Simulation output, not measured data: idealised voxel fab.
voxel transistor to metal: a process module
The figure presents cross-section cut, which has a width of 145 nm and is divided into square cells with an edge length of 5 nm.
For the purposes of this document, a cross-section shall be understood as a grid of square cells, specified as bands listed in top-to-bottom order, each band consisting of one or more rows of cells. What a band's entry tells you: where the top is and where the bottom is, as heights in nm, and after that what lies inside, material by material from left to right, each with its width in nm. Empty space is written as the word "empty", and a single material marked with the word "edge to edge" occupies the band from edge to edge. A quick word on heights: they are counted from 0, and under that level the wafer as it came to us is one material throughout. The lowest band is different from the rest in having no bottom; it simply continues downward, written as in "top 0, no bottom". When a width is written as two numbers, as in "30 to 40", the first number is the width in the top row of cells of the band and the second is the width in its bottom row, and the width changes by the same amount from each row to the next. "all unchanged" -> step changed no cross-section cell. Voids not open to the top, 8 cells minimum: see "Non-vented voids". Written width x height at distance; distance is from the left edge; nm. What comes after the settings on a step's line is commentary from the simulator itself on that step. For masked steps, "overlay nm" on the step line gives how far right of plan the mask actually lay; a minus sign means it lay to the left.

The following list gives the planned process steps:
step 1: op RECEIVE | material Si
step 2: op CONFORMAL_DEP | material SiO2 | thk nm 5
step 3: op CONFORMAL_DEP | material SiN | thk nm 15
step 4: op DIRECTIONAL_DEP | material aC | thk nm 10
step 5: op PATTERN | tone cover | mask id ACTIVE | material resist | width nm 100 | thk nm 25 | overlay nm 0
step 6: op DIRECTIONAL_ETCH | etch materials aC | depth nm 10
step 7: op STRIP | etch materials resist
step 8: op DIRECTIONAL_ETCH | etch materials SiN | depth nm 15
step 9: op DIRECTIONAL_ETCH | etch materials SiO2 | depth nm 5
step 10: op DIRECTIONAL_ETCH | etch materials Si | depth nm 20
step 11: op STRIP | etch materials aC
step 12: op FILL_DEP | material SiO2 | thk nm 15
step 13: op CMP | height nm 20
step 14: op SELECTIVE_ETCH | etch materials SiO2 | depth nm 15
step 15: op STRIP | etch materials SiN
step 16: op SELECTIVE_ETCH | etch materials SiO2 | depth nm 5
step 17: op OXIDIZE | depth nm 5
step 18: op DIRECTIONAL_DEP | material polySi | thk nm 25
step 19: op DIRECTIONAL_DEP | material SiCN | thk nm 10
step 20: op MASKED_ETCH | tone cover | mask id GATE | width nm 20 | etch materials SiCN | depth nm 20 | overlay nm 0
step 21: op MASKED_ETCH | tone cover | mask id GATE | width nm 20 | etch materials polySi | depth nm 35 | overlay nm 0
step 22: op CONFORMAL_DEP | material SiO2 | thk nm 5
step 23: op DIRECTIONAL_ETCH | etch materials SiO2 | depth nm 5
step 24: op CONFORMAL_DEP | material SiN | thk nm 10
step 25: op DIRECTIONAL_ETCH | etch materials SiN | depth nm 10
step 26: op DIRECTIONAL_ETCH | etch materials SiO2 | depth nm 5
step 27: op DIRECTIONAL_ETCH | etch materials Si | depth nm 5
step 28: op EPI | material pSi | thk nm 10
step 29: op FILL_DEP | material SiO2 | thk nm 10
step 30: op CMP | height nm 35
step 31: op DIRECTIONAL_DEP | material SiO2 | thk nm 15
step 32: op MASKED_ETCH | tone open | mask id CONTACT | width nm 20 | pitch nm 70 | etch materials SiO2 | depth nm 50 | overlay nm 0
step 33: op CONFORMAL_DEP | material TiN | thk nm 5
step 34: op FILL_DEP | material W | thk nm 10
step 35: op CMP | height nm 50
step 36: op CONFORMAL_DEP | material SiN | thk nm 5
step 37: op DIRECTIONAL_DEP | material lowk | thk nm 15
step 38: op MASKED_ETCH | tone open | mask id METAL_1 | width nm 20 | pitch nm 70 | etch materials lowk | depth nm 15 | overlay nm 0
step 39: op MASKED_ETCH | tone open | mask id METAL_1 | width nm 20 | pitch nm 70 | etch materials SiN | depth nm 5 | overlay nm 0
step 40: op CONFORMAL_DEP | material TiN | thk nm 5
step 41: op FILL_DEP | material Cu | thk nm 10
step 42: op CMP | height nm 70
step 43: op CONFORMAL_DEP | material SiCN | thk nm 5
step 44: op DIRECTIONAL_DEP | material lowk | thk nm 30
step 45: op DIRECTIONAL_DEP | material aC | thk nm 10
step 46: op PATTERN | tone open | mask id METAL_2 | material resist | width nm 20 | pitch nm 70 | thk nm 30 | overlay nm 0
step 47: op DIRECTIONAL_ETCH | etch materials aC | depth nm 10
step 48: op STRIP | etch materials resist
step 49: op DIRECTIONAL_ETCH | etch materials lowk | depth nm 15
step 50: op STRIP | etch materials aC
step 51: op DIRECTIONAL_DEP | material aC | thk nm 10
step 52: op PATTERN | tone open | mask id METAL_2_HOLES | material resist | width nm 15 | pitch nm 70 | thk nm 30 | overlay nm 0
step 53: op DIRECTIONAL_ETCH | etch materials aC | depth nm 10
step 54: op STRIP | etch materials resist
step 55: op DIRECTIONAL_ETCH | etch materials lowk | depth nm 15
step 56: op DIRECTIONAL_ETCH | etch materials SiCN | depth nm 5
step 57: op STRIP | etch materials aC
step 58: op CONFORMAL_DEP | material TiN | thk nm 5
step 59: op FILL_DEP | material Ru | thk nm 10
step 60: op CMP | height nm 105
step 61: op CONFORMAL_DEP | material SiCN | thk nm 5

Step 1 complete: cross-section of the wafer as received:
    top 0, no bottom | Si edge to edge
    Non-vented voids: none

Post-module cross-section of the first of two wafers (run per plan):
    top 110, bottom 105 | SiCN edge to edge
    top 105, bottom 95 | lowk: 25 | TiN: 5 | Ru: 10 | TiN: 5 | lowk: 50 | TiN: 5 | Ru: 10 | TiN: 5 | lowk: 30
    top 95, bottom 90 | lowk: 25 | TiN: 5 | Ru: 5 | TiN: 10 | lowk: 50 | TiN: 5 | Ru: 5 | TiN: 10 | lowk: 30
    top 90, bottom 75 | lowk: 25 | TiN: 5 | Ru: 5 | TiN: 5 | lowk: 55 | TiN: 5 | Ru: 5 | TiN: 5 | lowk: 35
    top 75, bottom 70 | SiCN: 25 | TiN: 15 | SiCN: 55 | TiN: 15 | SiCN: 35
    top 70, bottom 55 | lowk: 25 | TiN: 5 | Cu: 10 | TiN: 5 | lowk: 50 | TiN: 5 | Cu: 10 | TiN: 5 | lowk: 30
    top 55, bottom 50 | SiN: 25 | TiN: 20 | SiN: 50 | TiN: 20 | SiN: 30
    top 50, bottom 35 | SiO2: 25 | TiN: 5 | W: 10 | TiN: 5 | SiO2: 50 | TiN: 5 | W: 10 | TiN: 5 | SiO2: 30
    top 35, bottom 25 | SiO2: 25 | TiN: 5 | W: 10 | TiN: 5 | SiN: 10 | SiO2: 5 | SiCN: 20 | SiO2: 5 | SiN: 10 | TiN: 5 | W: 10 | TiN: 5 | SiO2: 30
    top 25, bottom 10 | SiO2: 25 | TiN: 5 | W: 10 | TiN: 5 | SiN: 10 | SiO2: 5 | polySi: 20 | SiO2: 5 | SiN: 10 | TiN: 5 | W: 10 | TiN: 5 | SiO2: 30
    top 10, bottom 5 | SiO2: 25 | TiN: 20 | SiN: 10 | SiO2: 5 | polySi: 20 | SiO2: 5 | SiN: 10 | TiN: 20 | SiO2: 30
    top 5, bottom 0 | SiO2: 25 | TiN: 10 | pSi: 10 | SiN: 10 | SiO2: 5 | polySi: 20 | SiO2: 5 | SiN: 10 | pSi: 10 | TiN: 10 | SiO2: 30
    top 0, bottom -5 | SiO2: 15 | pSi: 30 | SiO2: 50 | pSi: 30 | SiO2: 20
    top -5, bottom -10 | SiO2: 20 | pSi: 25 | Si: 50 | pSi: 25 | SiO2: 25
    top -10, bottom -20 | SiO2: 20 | Si: 100 | SiO2: 25
    top -20, no bottom | Si edge to edge
    Non-vented voids: none

Second wafer cross-section at end of module - shared start and plan with the first, one mistake in the run:
    top 110, bottom 105 | SiCN edge to edge
    top 105, bottom 95 | lowk: 25 | TiN: 5 | Ru: 10 | TiN: 5 | lowk: 50 | TiN: 5 | Ru: 10 | TiN: 5 | lowk: 30
    top 95, bottom 90 | lowk: 25 | TiN: 5 | Ru: 5 | TiN: 10 | lowk: 50 | TiN: 5 | Ru: 5 | TiN: 10 | lowk: 30
    top 90, bottom 75 | lowk: 25 | TiN: 5 | Ru: 5 | TiN: 5 | lowk: 55 | TiN: 5 | Ru: 5 | TiN: 5 | lowk: 35
    top 75, bottom 70 | SiCN: 25 | TiN: 15 | SiCN: 55 | TiN: 15 | SiCN: 35
    top 70, bottom 55 | lowk: 25 | TiN: 5 | Cu: 10 | TiN: 5 | lowk: 50 | TiN: 5 | Cu: 10 | TiN: 5 | lowk: 30
    top 55, bottom 50 | SiN: 25 | TiN: 20 | SiN: 50 | TiN: 20 | SiN: 30
    top 50, bottom 35 | SiO2: 25 | TiN: 5 | W: 10 | TiN: 5 | SiO2: 50 | TiN: 5 | W: 10 | TiN: 5 | SiO2: 30
    top 35, bottom 25 | SiO2: 25 | TiN: 5 | W: 10 | TiN: 5 | SiN: 10 | SiO2: 5 | SiCN: 20 | SiO2: 5 | SiN: 10 | TiN: 5 | W: 10 | TiN: 5 | SiO2: 30
    top 25, bottom 5 | SiO2: 25 | TiN: 5 | W: 10 | TiN: 5 | SiN: 10 | SiO2: 5 | polySi: 20 | SiO2: 5 | SiN: 10 | TiN: 5 | W: 10 | TiN: 5 | SiO2: 30
    top 5, bottom 0 | SiO2: 25 | TiN: 20 | SiN: 10 | SiO2: 5 | polySi: 20 | SiO2: 5 | SiN: 10 | TiN: 20 | SiO2: 30
    top 0, bottom -5 | SiO2: 10 | pSi: 35 | SiO2: 50 | pSi: 35 | SiO2: 15
    top -5, bottom -20 | SiO2: 20 | Si: 100 | SiO2: 25
    top -20, no bottom | Si edge to edge
    Non-vented voids: none
what went wrong: order of steps 27 and 28 inverted relative to the plan
Per the end-of-run cell counts, the second wafer holds more or fewer of some materials than the first: Si +10 | SiO2 -2 | W +4 | pSi -12
